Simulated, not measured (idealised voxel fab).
process module | voxel released beams
cross-section cut | 235 nm wide | cells 5 nm
A cross-section is a grid of square cells, given in bands from the top down. A band is one or more rows of cells.
Each band's line starts with the height of the band's top and of its bottom, in nm. Then come its materials from left to right, each with its width in nm. One material with "throughout" fills the band from edge to edge. "air" is empty space.
Height 0 is the level under which the wafer as received is all one material. The lowest band goes on downwards, as in "0 down".
A width such as "30 to 40" changes by the same amount from each row of cells to the next, from the band's top row to its bottom row.
"no change" after a step means that no cell of the cross-section changed.
closed voids: empty space of 8 cells or more with no open way to the top, each as width x height at its distance from the left edge, in nm
after a step's settings: what the simulator itself notes on the step
overlay nm, on a step with a mask: how far to the right of its planned place the mask lay; to the left if negative
plan
1 op RECEIVE | material Si
2 op CONFORMAL_DEP | material Al2O3 | thk nm 10
3 op DIRECTIONAL_DEP | material SiO2 | thk nm 15
4 op MASKED_ETCH | tone open | mask id ANCHOR | width nm 30 | etch materials SiO2 | depth nm 15 | overlay nm 0
5 op CONFORMAL_DEP | material polySi | thk nm 10
6 op MASKED_ETCH | tone cover | mask id BEAM | width nm 100 | etch materials polySi | depth nm 10 | overlay nm 0
7 op STRIP | etch materials SiO2
first wafer, as planned
as received, after step 1
  0 down: Si throughout
  closed voids: none
after step 2
  10 to 0: Al2O3 throughout
  below 0: unchanged
after step 3
  25 to 10: SiO2 throughout
  below 10: unchanged
after step 4
  25 to 10: SiO2 70 | air 30 | SiO2 135
  below 10: unchanged
after step 5
  35 to 25: polySi 80 | air 10 | polySi 145
  25 to 20: SiO2 70 | polySi 10 | air 10 | polySi 10 | SiO2 135
  20 to 10: SiO2 70 | polySi 30 | SiO2 135
  below 10: unchanged
after step 6
  35 to 25: air 65 | polySi 15 | air 10 | polySi 75 | air 70
  below 25: unchanged
after step 7
  35 to 25: air 65 | polySi 15 | air 10 | polySi 75 | air 70
  25 to 20: air 70 | polySi 10 | air 10 | polySi 10 | air 135
  20 to 10: air 70 | polySi 30 | air 135
  below 10: unchanged
second wafer: like start, like plan, one mistake. Through step 3 it matches the first wafer
when step 4 should have ended
  25 to 10: air 70 | SiO2 30 | air 135
  below 10: unchanged
when step 5 should have ended
  35 to 25: air 60 | polySi 50 | air 125
  25 to 20: air 60 | polySi 10 | SiO2 30 | polySi 10 | air 125
  20 to 10: polySi 70 | SiO2 30 | polySi 135
  below 10: unchanged
when step 6 should have ended
  35 to 25: air 65 | polySi 45 | air 125
  25 to 20: air 60 | polySi 10 | SiO2 30 | polySi 10 | air 125
  20 to 10: air 60 | polySi 10 | SiO2 30 | polySi 65 | air 70
  below 10: unchanged
when step 7 should have ended: no change
what went wrong: step 4 ran as: op MASKED_ETCH | tone cover | mask id ANCHOR | width nm 30 | etch materials SiO2 | depth nm 15 | overlay nm 0
at the end the second wafer has, in cells: 18 more of SiO2
